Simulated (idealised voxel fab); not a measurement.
A process module follows: voxel transistor to metal.
Square cell edge 5 nm, section width 170 nm, ID cut.
Bands, listed from the top down, are how a cross-section gets written in this document; the cross-section itself is a grid of square cells, and a band is one or more rows of them. This entry defines a band. It first specifies the height of the band's top and the height of its bottom in nm, and then specifies the band's materials from left to right, stating each material with its width in nm. The word "all across" identifies a single material that fills the band from edge to edge, while the word "blank" identifies empty space. Beneath 0, the wafer as received is one material, and that level is where height counting begins. The lowest band goes on downward without a bottom; it is written like "from 0 down". You'd read "30->40" like this: the band's top row of cells is as wide as the first number, its bottom row is as wide as the second, and going down, every row changes width by the same amount as the row before did. The designation "changes: none", where it is given for a processing step, indicates that no cell of the cross-section was altered in the course of that step. Listed in "Closed void inventory": every empty space of 8 or more cells without an open way to the top. Form: width x height at distance, the distance being from the left edge, all in nm. Post-settings text on a step line: simulator's own remark regarding the step. overlay nm: how far to the right of its planned place the mask lay on this masked step (negative: to the left). Read the rest as pairs. Take the cross-section before one process step, then the cross-section after it, which shows only down to the lowest band that changed. Under the pair, find the step between them and its settings. Bear in mind that pairs may come from different runs of this module on the same starting wafer: link a pair to the pair above it only where its entry headed "Preceding state" says to.
### Preceding state
    from 135 to 105  30 nm resist, 15 nm blank, 75 nm resist, 15 nm blank, 35 nm resist
    from 105 to 95  30 nm aC, 15 nm blank, 5 nm resist, 70 nm aC, 15 nm blank, 5 nm resist, 30 nm aC
    from 95 to 85  30 nm SiO2, 15 nm blank, 5 nm resist, 70 nm SiO2, 15 nm blank, 5 nm resist, 30 nm SiO2
    from 85 to 75  30 nm SiO2, 20 nm aC, 70 nm SiO2, 20 nm aC, 30 nm SiO2
    from 75 to 65  SiO2 all across
    from 65 to 60  SiCN all across
    from 60 to 45  30 nm lowk, 5 nm TiN, 10 nm Cu, 5 nm TiN, 70 nm lowk, 5 nm TiN, 10 nm Cu, 5 nm TiN, 30 nm lowk
    from 45 to 40  30 nm SiN, 20 nm TiN, 70 nm SiN, 20 nm TiN, 30 nm SiN
    from 40 to 25  30 nm SiO2, 5 nm TiN, 10 nm Ru, 5 nm TiN, 70 nm SiO2, 5 nm TiN, 10 nm Ru, 5 nm TiN, 30 nm SiO2
    from 25 to 10  30 nm SiO2, 5 nm TiN, 10 nm Ru, 5 nm TiN, 5 nm SiO2, 10 nm SiN, 5 nm HfO2, 5 nm TiN, 20 nm W, 5 nm TiN, 5 nm HfO2, 10 nm SiN, 5 nm SiO2, 5 nm TiN, 10 nm Ru, 5 nm TiN, 30 nm SiO2
    from 10 to 5  20 nm SiO2, 10 nm SiN, 5 nm TiN, 10 nm Ru, 5 nm TiN, 5 nm SiO2, 10 nm SiN, 5 nm HfO2, 5 nm TiN, 20 nm W, 5 nm TiN, 5 nm HfO2, 10 nm SiN, 5 nm SiO2, 5 nm TiN, 10 nm Ru, 5 nm TiN, 10 nm SiN, 20 nm SiO2
    from 5 to 0  20 nm SiO2, 10 nm SiN, 20 nm TiN, 5 nm SiO2, 10 nm SiN, 5 nm HfO2, 30 nm TiN, 5 nm HfO2, 10 nm SiN, 5 nm SiO2, 20 nm TiN, 10 nm SiN, 20 nm SiO2
    from 0 to -5  30 nm SiO2, 25 nm pSi, 10 nm SiO2, 40 nm HfO2, 10 nm SiO2, 25 nm pSi, 30 nm SiO2
    from -5 to -35  25 nm SiO2, 120 nm Si, 25 nm SiO2
    from -35 down  Si all across
    Closed void inventory: none
### after
    from 125 to 105  30 nm resist, 15 nm blank, 75 nm resist, 15 nm blank, 35 nm resist
    from 105 to 95  30 nm aC, 15 nm blank, 5 nm resist, 70 nm aC, 15 nm blank, 5 nm resist, 30 nm aC
    from 95 to 85  30 nm SiO2, 15 nm blank, 5 nm resist, 70 nm SiO2, 15 nm blank, 5 nm resist, 30 nm SiO2
    from 85 to 75  30 nm SiO2, 15 nm blank, 5 nm aC, 70 nm SiO2, 15 nm blank, 5 nm aC, 30 nm SiO2
    Unchanged below 75.
    Closed void inventory: none
Process step separating the two views above: DIRECTIONAL_ETCH | etch materials aC | depth nm 10
Preceding state: Reference is made to the cross-section shown after the step in the pair directly above, which represents the state prior to this step.
### after
    from 105 to 95  30 nm aC, 20 nm blank, 70 nm aC, 20 nm blank, 30 nm aC
    from 95 to 85  30 nm SiO2, 20 nm blank, 70 nm SiO2, 20 nm blank, 30 nm SiO2
    Unchanged below 85.
    Closed void inventory: none
Process step separating the two views above: STRIP | etch materials resist
Preceding state: Reference is made to the cross-section shown after the step in the pair directly above, which represents the state prior to this step.
### after
    from 105 to 95  30 nm aC, 20 nm blank, 70 nm aC, 20 nm blank, 30 nm aC
    from 95 to 85  30 nm SiO2, 20 nm blank, 70 nm SiO2, 20 nm blank, 30 nm SiO2
    from 85 to 75  30 nm SiO2, 15 nm blank, 5 nm aC, 70 nm SiO2, 15 nm blank, 5 nm aC, 30 nm SiO2
    from 75 to 65  30 nm SiO2, 15 nm blank, 75 nm SiO2, 15 nm blank, 35 nm SiO2
    Unchanged below 65.
    Closed void inventory: none
Process step separating the two views above: DIRECTIONAL_ETCH | etch materials SiO2 | depth nm 10
Preceding state: Reference is made to the cross-section shown after the step in the pair directly above, which represents the state prior to this step.
### after
    from 105 to 95  30 nm aC, 20 nm blank, 70 nm aC, 20 nm blank, 30 nm aC
    from 95 to 85  30 nm SiO2, 20 nm blank, 70 nm SiO2, 20 nm blank, 30 nm SiO2
    from 85 to 75  30 nm SiO2, 15 nm blank, 5 nm aC, 70 nm SiO2, 15 nm blank, 5 nm aC, 30 nm SiO2
    from 75 to 65  30 nm SiO2, 15 nm blank, 75 nm SiO2, 15 nm blank, 35 nm SiO2
    from 65 to 60  30 nm SiCN, 15 nm blank, 75 nm SiCN, 15 nm blank, 35 nm SiCN
    Unchanged below 60.
    Closed void inventory: none
Process step separating the two views above: DIRECTIONAL_ETCH | etch materials SiCN | depth nm 5
Preceding state: Reference is made to the cross-section shown after the step in the pair directly above, which represents the state prior to this step.
### after
    from 95 to 75  30 nm SiO2, 20 nm blank, 70 nm SiO2, 20 nm blank, 30 nm SiO2
    Unchanged below 75.
    Closed void inventory: none
Process step separating the two views above: STRIP | etch materials aC
Preceding state: Reference is made to the cross-section shown after the step in the pair directly above, which represents the state prior to this step.
### after
    from 100 to 95  35 nm TiN, 10 nm blank, 80 nm TiN, 10 nm blank, 35 nm TiN
    from 95 to 80  30 nm SiO2, 5 nm TiN, 10 nm blank, 5 nm TiN, 70 nm SiO2, 5 nm TiN, 10 nm blank, 5 nm TiN, 30 nm SiO2
    from 80 to 75  30 nm SiO2, 5 nm TiN, 5 nm blank, 10 nm TiN, 70 nm SiO2, 5 nm TiN, 5 nm blank, 10 nm TiN, 30 nm SiO2
    from 75 to 65  30 nm SiO2, 5 nm TiN, 5 nm blank, 5 nm TiN, 75 nm SiO2, 5 nm TiN, 5 nm blank, 5 nm TiN, 35 nm SiO2
    from 65 to 60  30 nm SiCN, 15 nm TiN, 75 nm SiCN, 15 nm TiN, 35 nm SiCN
    Unchanged below 60.
    Closed void inventory: none
Process step separating the two views above: CONFORMAL_DEP | material TiN | thk nm 5
Preceding state: Reference is made to the cross-section shown after the step in the pair directly above, which represents the state prior to this step.
### after
    from 110 to 100  Cu all across
    from 100 to 95  35 nm TiN, 10 nm Cu, 80 nm TiN, 10 nm Cu, 35 nm TiN
    from 95 to 80  30 nm SiO2, 5 nm TiN, 10 nm Cu, 5 nm TiN, 70 nm SiO2, 5 nm TiN, 10 nm Cu, 5 nm TiN, 30 nm SiO2
    from 80 to 75  30 nm SiO2, 5 nm TiN, 5 nm Cu, 10 nm TiN, 70 nm SiO2, 5 nm TiN, 5 nm Cu, 10 nm TiN, 30 nm SiO2
    from 75 to 65  30 nm SiO2, 5 nm TiN, 5 nm Cu, 5 nm TiN, 75 nm SiO2, 5 nm TiN, 5 nm Cu, 5 nm TiN, 35 nm SiO2
    Unchanged below 65.
    Closed void inventory: none
Process step separating the two views above: FILL_DEP | material Cu | thk nm 10
Preceding state: Reference is made to the cross-section shown after the step in the pair directly above, which represents the state prior to this step.
### after
    from 95 to 80  30 nm SiO2, 5 nm TiN, 10 nm Cu, 5 nm TiN, 70 nm SiO2, 5 nm TiN, 10 nm Cu, 5 nm TiN, 30 nm SiO2
    Unchanged below 80.
    Closed void inventory: none
Process step separating the two views above: CMP | height nm 95
Preceding state: Reference is made to the cross-section shown after the step in the pair directly above, which represents the state prior to this step.
### after
    from 100 to 95  SiCN all across
    Unchanged below 95.
    Closed void inventory: none
Process step separating the two views above: CONFORMAL_DEP | material SiCN | thk nm 5
### Preceding state
    from 50 to 40  W all across
    from 40 to 35  45 nm W, 30 nm TiN, 20 nm W, 30 nm TiN, 45 nm W
    from 35 to 30  50 nm TiN, 20 nm HfO2, 5 nm TiN, 20 nm W, 5 nm TiN, 20 nm HfO2, 50 nm TiN
    from 30 to 25  55 nm HfO2, 10 nm SiN, 5 nm HfO2, 5 nm TiN, 20 nm W, 5 nm TiN, 5 nm HfO2, 10 nm SiN, 55 nm HfO2
    from 25 to 10  55 nm SiO2, 10 nm SiN, 5 nm HfO2, 5 nm TiN, 20 nm W, 5 nm TiN, 5 nm HfO2, 10 nm SiN, 55 nm SiO2
    from 10 to 5  20 nm SiO2, 10 nm SiN, 25 nm SiO2, 10 nm SiN, 5 nm HfO2, 5 nm TiN, 20 nm W, 5 nm TiN, 5 nm HfO2, 10 nm SiN, 25 nm SiO2, 10 nm SiN, 20 nm SiO2
    from 5 to 0  20 nm SiO2, 10 nm SiN, 25 nm SiO2, 10 nm SiN, 5 nm HfO2, 30 nm TiN, 5 nm HfO2, 10 nm SiN, 25 nm SiO2, 10 nm SiN, 20 nm SiO2
    from 0 to -5  30 nm SiO2, 25 nm pSi, 10 nm SiO2, 40 nm HfO2, 10 nm SiO2, 25 nm pSi, 30 nm SiO2
    from -5 to -35  25 nm SiO2, 120 nm Si, 25 nm SiO2
    from -35 down  Si all across
    Closed void inventory: none
### after
    from 65 to 50  SiO2 all across
    Unchanged below 50.
    Closed void inventory: none
Process step separating the two views above: DIRECTIONAL_DEP | material SiO2 | thk nm 15
Preceding state: Reference is made to the cross-section shown after the step in the pair directly above, which represents the state prior to this step.
### after
    from 65 to 50  30 nm SiO2, 20 nm blank, 70 nm SiO2, 20 nm blank, 30 nm SiO2
    Unchanged below 50.
    Closed void inventory: none
Process step separating the two views above: MASKED_ETCH | tone open | mask id CONTACT | width nm 20 | pitch nm 90 | etch materials SiO2 | depth nm 40 | overlay nm 0
Preceding state: Reference is made to the cross-section shown after the step in the pair directly above, which represents the state prior to this step.
### after
    from 70 to 65  35 nm TiN, 10 nm blank, 80 nm TiN, 10 nm blank, 35 nm TiN
    from 65 to 55  30 nm SiO2, 5 nm TiN, 10 nm blank, 5 nm TiN, 70 nm SiO2, 5 nm TiN, 10 nm blank, 5 nm TiN, 30 nm SiO2
    from 55 to 50  30 nm SiO2, 20 nm TiN, 70 nm SiO2, 20 nm TiN, 30 nm SiO2
    Unchanged below 50.
    Closed void inventory: none
Process step separating the two views above: CONFORMAL_DEP | material TiN | thk nm 5
Preceding state: Reference is made to the cross-section shown after the step in the pair directly above, which represents the state prior to this step.
### after
    from 75 to 70  Ru all across
    from 70 to 65  35 nm TiN, 10 nm Ru, 80 nm TiN, 10 nm Ru, 35 nm TiN
    from 65 to 55  30 nm SiO2, 5 nm TiN, 10 nm Ru, 5 nm TiN, 70 nm SiO2, 5 nm TiN, 10 nm Ru, 5 nm TiN, 30 nm SiO2
    Unchanged below 55.
    Closed void inventory: none
Process step separating the two views above: FILL_DEP | material Ru | thk nm 5
Preceding state: Reference is made to the cross-section shown after the step in the pair directly above, which represents the state prior to this step.
### after
    from 40 to 35  45 nm W, 30 nm TiN, 20 nm W, 30 nm TiN, 45 nm W
    Unchanged below 35.
    Closed void inventory: none
Process step separating the two views above: CMP | height nm 40
Preceding state: Reference is made to the cross-section shown after the step in the pair directly above, which represents the state prior to this step.
### after
    from 45 to 40  SiN all across
    Unchanged below 40.
    Closed void inventory: none
Process step separating the two views above: CONFORMAL_DEP | material SiN | thk nm 5
Preceding state: Reference is made to the cross-section shown after the step in the pair directly above, which represents the state prior to this step.
### after
    from 60 to 45  lowk all across
    Unchanged below 45.
    Closed void inventory: none
Process step separating the two views above: DIRECTIONAL_DEP | material lowk | thk nm 15
Preceding state: Reference is made to the cross-section shown after the step in the pair directly above, which represents the state prior to this step.
### after
    from 80 to 60  30 nm resist, 20 nm blank, 70 nm resist, 20 nm blank, 30 nm resist
    Unchanged below 60.
    Closed void inventory: none
Process step separating the two views above: PATTERN | tone open | mask id METAL_1 | material resist | width nm 20 | pitch nm 90 | thk nm 20 | overlay nm 0
Preceding state: Reference is made to the cross-section shown after the step in the pair directly above, which represents the state prior to this step.
### after
    from 80 to 60  30 nm resist, 20 nm blank, 70 nm resist, 20 nm blank, 30 nm resist
    from 60 to 45  30 nm lowk, 20 nm blank, 70 nm lowk, 20 nm blank, 30 nm lowk
    Unchanged below 45.
    Closed void inventory: none
Process step separating the two views above: DIRECTIONAL_ETCH | etch materials lowk | depth nm 15
Preceding state: Reference is made to the cross-section shown after the step in the pair directly above, which represents the state prior to this step.
### after
    from 80 to 60  30 nm resist, 20 nm blank, 70 nm resist, 20 nm blank, 30 nm resist
    from 60 to 45  30 nm lowk, 20 nm blank, 70 nm lowk, 20 nm blank, 30 nm lowk
    from 45 to 40  30 nm SiN, 20 nm blank, 70 nm SiN, 20 nm blank, 30 nm SiN
    Unchanged below 40.
    Closed void inventory: none
Process step separating the two views above: DIRECTIONAL_ETCH | etch materials SiN | depth nm 5
Preceding state: Reference is made to the cross-section shown after the step in the pair directly above, which represents the state prior to this step.
### after
    from 60 to 45  30 nm lowk, 20 nm blank, 70 nm lowk, 20 nm blank, 30 nm lowk
    Unchanged below 45.
    Closed void inventory: none
Process step separating the two views above: STRIP | etch materials resist
Preceding state: Reference is made to the cross-section shown after the step in the pair directly above, which represents the state prior to this step.
### after
    from 65 to 60  35 nm TiN, 10 nm blank, 80 nm TiN, 10 nm blank, 35 nm TiN
    from 60 to 45  30 nm lowk, 5 nm TiN, 10 nm blank, 5 nm TiN, 70 nm lowk, 5 nm TiN, 10 nm blank, 5 nm TiN, 30 nm lowk
    from 45 to 40  30 nm SiN, 20 nm TiN, 70 nm SiN, 20 nm TiN, 30 nm SiN
    Unchanged below 40.
    Closed void inventory: none
Process step separating the two views above: CONFORMAL_DEP | material TiN | thk nm 5
Preceding state: Reference is made to the cross-section shown after the step in the pair directly above, which represents the state prior to this step.
### after
    from 70 to 65  Cu all across
    from 65 to 60  35 nm TiN, 10 nm Cu, 80 nm TiN, 10 nm Cu, 35 nm TiN
    from 60 to 45  30 nm lowk, 5 nm TiN, 10 nm Cu, 5 nm TiN, 70 nm lowk, 5 nm TiN, 10 nm Cu, 5 nm TiN, 30 nm lowk
    Unchanged below 45.
    Closed void inventory: none
Process step separating the two views above: FILL_DEP | material Cu | thk nm 5
Preceding state: Reference is made to the cross-section shown after the step in the pair directly above, which represents the state prior to this step.
### after
    from 60 to 45  30 nm lowk, 5 nm TiN, 10 nm Cu, 5 nm TiN, 70 nm lowk, 5 nm TiN, 10 nm Cu, 5 nm TiN, 30 nm lowk
    Unchanged below 45.
    Closed void inventory: none
Process step separating the two views above: CMP | height nm 60
Preceding state: Reference is made to the cross-section shown after the step in the pair directly above, which represents the state prior to this step.
### after
    from 65 to 60  SiCN all across
    Unchanged below 60.
    Closed void inventory: none
Process step separating the two views above: CONFORMAL_DEP | material SiCN | thk nm 5
Preceding state: Reference is made to the cross-section shown after the step in the pair directly above, which represents the state prior to this step.
### after
    from 95 to 65  SiO2 all across
    Unchanged below 65.
    Closed void inventory: none
Process step separating the two views above: DIRECTIONAL_DEP | material SiO2 | thk nm 30
Preceding state: Reference is made to the cross-section shown after the step in the pair directly above, which represents the state prior to this step.
### after
    from 115 to 95  30 nm resist, 20 nm blank, 70 nm resist, 20 nm blank, 30 nm resist
    Unchanged below 95.
    Closed void inventory: none
Process step separating the two views above: PATTERN | tone open | mask id METAL_2 | material resist | width nm 20 | pitch nm 90 | thk nm 20 | overlay nm 0
Preceding state: Reference is made to the cross-section shown after the step in the pair directly above, which represents the state prior to this step.
### after
    from 115 to 95  30 nm resist, 20 nm blank, 70 nm resist, 20 nm blank, 30 nm resist
    from 95 to 75  30 nm SiO2, 20 nm blank, 70 nm SiO2, 20 nm blank, 30 nm SiO2
    Unchanged below 75.
    Closed void inventory: none
Process step separating the two views above: DIRECTIONAL_ETCH | etch materials SiO2 | depth nm 20
Preceding state: Reference is made to the cross-section shown after the step in the pair directly above, which represents the state prior to this step.
### after
    from 95 to 75  30 nm SiO2, 20 nm blank, 70 nm SiO2, 20 nm blank, 30 nm SiO2
    Unchanged below 75.
    Closed void inventory: none
Process step separating the two views above: STRIP | etch materials resist
Preceding state: Reference is made to the cross-section shown after the step in the pair directly above, which represents the state prior to this step.
### after
    from 105 to 95  30 nm aC, 20 nm blank, 70 nm aC, 20 nm blank, 30 nm aC
    from 95 to 85  30 nm SiO2, 20 nm blank, 70 nm SiO2, 20 nm blank, 30 nm SiO2
    from 85 to 75  30 nm SiO2, 20 nm aC, 70 nm SiO2, 20 nm aC, 30 nm SiO2
    Unchanged below 75.
    Closed void inventory: none
Process step separating the two views above: DIRECTIONAL_DEP | material aC | thk nm 10
Preceding state: Reference is made to the cross-section shown after the step in the pair directly above, which represents the state prior to this step.
### after
    from 135 to 105  30 nm resist, 15 nm blank, 75 nm resist, 15 nm blank, 35 nm resist
    from 105 to 95  30 nm aC, 15 nm blank, 5 nm resist, 70 nm aC, 15 nm blank, 5 nm resist, 30 nm aC
    from 95 to 85  30 nm SiO2, 15 nm blank, 5 nm resist, 70 nm SiO2, 15 nm blank, 5 nm resist, 30 nm SiO2
    Unchanged below 85.
    Closed void inventory: none
Process step separating the two views above: PATTERN | tone open | mask id METAL_2_HOLES | material resist | width nm 15 | pitch nm 90 | thk nm 30 | overlay nm 0
Preceding state: Reference is made to the cross-section shown after the step in the pair directly above, which represents the state prior to this step.
### after
    from 125 to 105  30 nm resist, 15 nm blank, 75 nm resist, 15 nm blank, 35 nm resist
    from 105 to 95  30 nm aC, 15 nm blank, 5 nm resist, 70 nm aC, 15 nm blank, 5 nm resist, 30 nm aC
    from 95 to 85  30 nm SiO2, 15 nm blank, 5 nm resist, 70 nm SiO2, 15 nm blank, 5 nm resist, 30 nm SiO2
    from 85 to 75  30 nm SiO2, 15 nm blank, 5 nm aC, 70 nm SiO2, 15 nm blank, 5 nm aC, 30 nm SiO2
    Unchanged below 75.
    Closed void inventory: none
Process step separating the two views above: DIRECTIONAL_ETCH | etch materials aC | depth nm 10
Preceding state: Reference is made to the cross-section shown after the step in the pair directly above, which represents the state prior to this step.
### after
    from 105 to 95  30 nm aC, 20 nm blank, 70 nm aC, 20 nm blank, 30 nm aC
    from 95 to 85  30 nm SiO2, 20 nm blank, 70 nm SiO2, 20 nm blank, 30 nm SiO2
    Unchanged below 85.
    Closed void inventory: none
Process step separating the two views above: STRIP | etch materials resist
Preceding state: Reference is made to the cross-section shown after the step in the pair directly above, which represents the state prior to this step.
### after
    from 105 to 95  30 nm aC, 20 nm blank, 70 nm aC, 20 nm blank, 30 nm aC
    from 95 to 85  30 nm SiO2, 20 nm blank, 70 nm SiO2, 20 nm blank, 30 nm SiO2
    from 85 to 75  30 nm SiO2, 15 nm blank, 5 nm aC, 70 nm SiO2, 15 nm blank, 5 nm aC, 30 nm SiO2
    from 75 to 65  30 nm SiO2, 15 nm blank, 75 nm SiO2, 15 nm blank, 35 nm SiO2
    Unchanged below 65.
    Closed void inventory: none
Process step separating the two views above: DIRECTIONAL_ETCH | etch materials SiO2 | depth nm 10
Preceding state: Reference is made to the cross-section shown after the step in the pair directly above, which represents the state prior to this step.
### after
    from 105 to 95  30 nm aC, 20 nm blank, 70 nm aC, 20 nm blank, 30 nm aC
    from 95 to 85  30 nm SiO2, 20 nm blank, 70 nm SiO2, 20 nm blank, 30 nm SiO2
    from 85 to 75  30 nm SiO2, 15 nm blank, 5 nm aC, 70 nm SiO2, 15 nm blank, 5 nm aC, 30 nm SiO2
    from 75 to 65  30 nm SiO2, 15 nm blank, 75 nm SiO2, 15 nm blank, 35 nm SiO2
    from 65 to 60  30 nm SiCN, 15 nm blank, 75 nm SiCN, 15 nm blank, 35 nm SiCN
    Unchanged below 60.
    Closed void inventory: none
Process step separating the two views above: DIRECTIONAL_ETCH | etch materials SiCN | depth nm 5
Preceding state: Reference is made to the cross-section shown after the step in the pair directly above, which represents the state prior to this step.
### after
    from 95 to 75  30 nm SiO2, 20 nm blank, 70 nm SiO2, 20 nm blank, 30 nm SiO2
    Unchanged below 75.
    Closed void inventory: none
Process step separating the two views above: STRIP | etch materials aC
Preceding state: Reference is made to the cross-section shown after the step in the pair directly above, which represents the state prior to this step.
### after
    from 100 to 95  35 nm TiN, 10 nm blank, 80 nm TiN, 10 nm blank, 35 nm TiN
    from 95 to 80  30 nm SiO2, 5 nm TiN, 10 nm blank, 5 nm TiN, 70 nm SiO2, 5 nm TiN, 10 nm blank, 5 nm TiN, 30 nm SiO2
    from 80 to 75  30 nm SiO2, 5 nm TiN, 5 nm blank, 10 nm TiN, 70 nm SiO2, 5 nm TiN, 5 nm blank, 10 nm TiN, 30 nm SiO2
    from 75 to 65  30 nm SiO2, 5 nm TiN, 5 nm blank, 5 nm TiN, 75 nm SiO2, 5 nm TiN, 5 nm blank, 5 nm TiN, 35 nm SiO2
    from 65 to 60  30 nm SiCN, 15 nm TiN, 75 nm SiCN, 15 nm TiN, 35 nm SiCN
    Unchanged below 60.
    Closed void inventory: none
Process step separating the two views above: CONFORMAL_DEP | material TiN | thk nm 5
Preceding state: Reference is made to the cross-section shown after the step in the pair directly above, which represents the state prior to this step.
### after
    from 110 to 100  Cu all across
    from 100 to 95  35 nm TiN, 10 nm Cu, 80 nm TiN, 10 nm Cu, 35 nm TiN
    from 95 to 80  30 nm SiO2, 5 nm TiN, 10 nm Cu, 5 nm TiN, 70 nm SiO2, 5 nm TiN, 10 nm Cu, 5 nm TiN, 30 nm SiO2
    from 80 to 75  30 nm SiO2, 5 nm TiN, 5 nm Cu, 10 nm TiN, 70 nm SiO2, 5 nm TiN, 5 nm Cu, 10 nm TiN, 30 nm SiO2
    from 75 to 65  30 nm SiO2, 5 nm TiN, 5 nm Cu, 5 nm TiN, 75 nm SiO2, 5 nm TiN, 5 nm Cu, 5 nm TiN, 35 nm SiO2
    Unchanged below 65.
    Closed void inventory: none
Process step separating the two views above: FILL_DEP | material Cu | thk nm 10
Preceding state: Reference is made to the cross-section shown after the step in the pair directly above, which represents the state prior to this step.
### after
    from 95 to 80  30 nm SiO2, 5 nm TiN, 10 nm Cu, 5 nm TiN, 70 nm SiO2, 5 nm TiN, 10 nm Cu, 5 nm TiN, 30 nm SiO2
    Unchanged below 80.
    Closed void inventory: none
Process step separating the two views above: CMP | height nm 95
Preceding state: Reference is made to the cross-section shown after the step in the pair directly above, which represents the state prior to this step.
### after
    from 100 to 95  SiCN all across
    Unchanged below 95.
    Closed void inventory: none
Process step separating the two views above: CONFORMAL_DEP | material SiCN | thk nm 5
### Preceding state
    from 95 to 65  SiO2 all across
    from 65 to 60  SiCN all across
    from 60 to 45  30 nm lowk, 5 nm TiN, 10 nm Cu, 5 nm TiN, 70 nm lowk, 5 nm TiN, 10 nm Cu, 5 nm TiN, 30 nm lowk
    from 45 to 40  30 nm SiN, 20 nm TiN, 70 nm SiN, 20 nm TiN, 30 nm SiN
    from 40 to 25  30 nm SiO2, 5 nm TiN, 10 nm Ru, 5 nm TiN, 70 nm SiO2, 5 nm TiN, 10 nm Ru, 5 nm TiN, 30 nm SiO2
    from 25 to 10  30 nm SiO2, 5 nm TiN, 10 nm Ru, 5 nm TiN, 5 nm SiO2, 10 nm SiN, 5 nm HfO2, 5 nm TiN, 20 nm W, 5 nm TiN, 5 nm HfO2, 10 nm SiN, 5 nm SiO2, 5 nm TiN, 10 nm Ru, 5 nm TiN, 30 nm SiO2
    from 10 to 5  20 nm SiO2, 10 nm SiN, 5 nm TiN, 10 nm Ru, 5 nm TiN, 5 nm SiO2, 10 nm SiN, 5 nm HfO2, 5 nm TiN, 20 nm W, 5 nm TiN, 5 nm HfO2, 10 nm SiN, 5 nm SiO2, 5 nm TiN, 10 nm Ru, 5 nm TiN, 10 nm SiN, 20 nm SiO2
    from 5 to 0  20 nm SiO2, 10 nm SiN, 20 nm TiN, 5 nm SiO2, 10 nm SiN, 5 nm HfO2, 30 nm TiN, 5 nm HfO2, 10 nm SiN, 5 nm SiO2, 20 nm TiN, 10 nm SiN, 20 nm SiO2
    from 0 to -5  30 nm SiO2, 25 nm pSi, 10 nm SiO2, 40 nm HfO2, 10 nm SiO2, 25 nm pSi, 30 nm SiO2
    from -5 to -35  25 nm SiO2, 120 nm Si, 25 nm SiO2
    from -35 down  Si all across
    Closed void inventory: none
### after
    from 125 to 65  SiO2 all across
    Unchanged below 65.
    Closed void inventory: none
Process step separating the two views above: DIRECTIONAL_DEP | material SiO2 | thk nm 30
Preceding state: Reference is made to the cross-section shown after the step in the pair directly above, which represents the state prior to this step.
### after
    from 145 to 125  30 nm resist, 20 nm blank, 70 nm resist, 20 nm blank, 30 nm resist
    Unchanged below 125.
    Closed void inventory: none
Process step separating the two views above: PATTERN | tone open | mask id METAL_2 | material resist | width nm 20 | pitch nm 90 | thk nm 20 | overlay nm 0
Preceding state: Reference is made to the cross-section shown after the step in the pair directly above, which represents the state prior to this step.
### after
    from 145 to 125  30 nm resist, 20 nm blank, 70 nm resist, 20 nm blank, 30 nm resist
    from 125 to 105  30 nm SiO2, 20 nm blank, 70 nm SiO2, 20 nm blank, 30 nm SiO2
    Unchanged below 105.
    Closed void inventory: none
Process step separating the two views above: DIRECTIONAL_ETCH | etch materials SiO2 | depth nm 20
Preceding state: Reference is made to the cross-section shown after the step in the pair directly above, which represents the state prior to this step.
### after
    from 125 to 105  30 nm SiO2, 20 nm blank, 70 nm SiO2, 20 nm blank, 30 nm SiO2
    Unchanged below 105.
    Closed void inventory: none
Process step separating the two views above: STRIP | etch materials resist
Preceding state: Reference is made to the cross-section shown after the step in the pair directly above, which represents the state prior to this step.
### after
    from 135 to 125  30 nm aC, 20 nm blank, 70 nm aC, 20 nm blank, 30 nm aC
    from 125 to 115  30 nm SiO2, 20 nm blank, 70 nm SiO2, 20 nm blank, 30 nm SiO2
    from 115 to 105  30 nm SiO2, 20 nm aC, 70 nm SiO2, 20 nm aC, 30 nm SiO2
    Unchanged below 105.
    Closed void inventory: none
Process step separating the two views above: DIRECTIONAL_DEP | material aC | thk nm 10
Preceding state: Reference is made to the cross-section shown after the step in the pair directly above, which represents the state prior to this step.
### after
    from 165 to 135  30 nm resist, 15 nm blank, 75 nm resist, 15 nm blank, 35 nm resist
    from 135 to 125  30 nm aC, 15 nm blank, 5 nm resist, 70 nm aC, 15 nm blank, 5 nm resist, 30 nm aC
    from 125 to 115  30 nm SiO2, 15 nm blank, 5 nm resist, 70 nm SiO2, 15 nm blank, 5 nm resist, 30 nm SiO2
    Unchanged below 115.
    Closed void inventory: none
Process step separating the two views above: PATTERN | tone open | mask id METAL_2_HOLES | material resist | width nm 15 | pitch nm 90 | thk nm 30 | overlay nm 0
Preceding state: Reference is made to the cross-section shown after the step in the pair directly above, which represents the state prior to this step.
### after
    from 155 to 135  30 nm resist, 15 nm blank, 75 nm resist, 15 nm blank, 35 nm resist
    from 135 to 125  30 nm aC, 15 nm blank, 5 nm resist, 70 nm aC, 15 nm blank, 5 nm resist, 30 nm aC
    from 125 to 115  30 nm SiO2, 15 nm blank, 5 nm resist, 70 nm SiO2, 15 nm blank, 5 nm resist, 30 nm SiO2
    from 115 to 105  30 nm SiO2, 15 nm blank, 5 nm aC, 70 nm SiO2, 15 nm blank, 5 nm aC, 30 nm SiO2
    Unchanged below 105.
    Closed void inventory: none
Process step separating the two views above: DIRECTIONAL_ETCH | etch materials aC | depth nm 10
Preceding state: Reference is made to the cross-section shown after the step in the pair directly above, which represents the state prior to this step.
### after
    from 135 to 125  30 nm aC, 20 nm blank, 70 nm aC, 20 nm blank, 30 nm aC
    from 125 to 115  30 nm SiO2, 20 nm blank, 70 nm SiO2, 20 nm blank, 30 nm SiO2
    Unchanged below 115.
    Closed void inventory: none
Process step separating the two views above: STRIP | etch materials resist
Preceding state: Reference is made to the cross-section shown after the step in the pair directly above, which represents the state prior to this step.
### after
    from 135 to 125  30 nm aC, 20 nm blank, 70 nm aC, 20 nm blank, 30 nm aC
    from 125 to 115  30 nm SiO2, 20 nm blank, 70 nm SiO2, 20 nm blank, 30 nm SiO2
    from 115 to 105  30 nm SiO2, 15 nm blank, 5 nm aC, 70 nm SiO2, 15 nm blank, 5 nm aC, 30 nm SiO2
    from 105 to 95  30 nm SiO2, 15 nm blank, 75 nm SiO2, 15 nm blank, 35 nm SiO2
    Unchanged below 95.
    Closed void inventory: none
Process step separating the two views above: DIRECTIONAL_ETCH | etch materials SiO2 | depth nm 10
Preceding state: Reference is made to the cross-section shown after the step in the pair directly above, which represents the state prior to this step.
### after
    from 125 to 105  30 nm SiO2, 20 nm blank, 70 nm SiO2, 20 nm blank, 30 nm SiO2
    Unchanged below 105.
    Closed void inventory: none
Process step separating the two views above: STRIP | etch materials aC
Preceding state: Reference is made to the cross-section shown after the step in the pair directly above, which represents the state prior to this step.
### after
    from 130 to 125  35 nm TiN, 10 nm blank, 80 nm TiN, 10 nm blank, 35 nm TiN
    from 125 to 110  30 nm SiO2, 5 nm TiN, 10 nm blank, 5 nm TiN, 70 nm SiO2, 5 nm TiN, 10 nm blank, 5 nm TiN, 30 nm SiO2
    from 110 to 100  30 nm SiO2, 5 nm TiN, 5 nm blank, 10->5 nm TiN, 70->75 nm SiO2, 5 nm TiN, 5 nm blank, 10->5 nm TiN, 30->35 nm SiO2
    from 100 to 95  30 nm SiO2, 15 nm TiN, 75 nm SiO2, 15 nm TiN, 35 nm SiO2
    Unchanged below 95.
    Closed void inventory: none
Process step separating the two views above: CONFORMAL_DEP | material TiN | thk nm 5
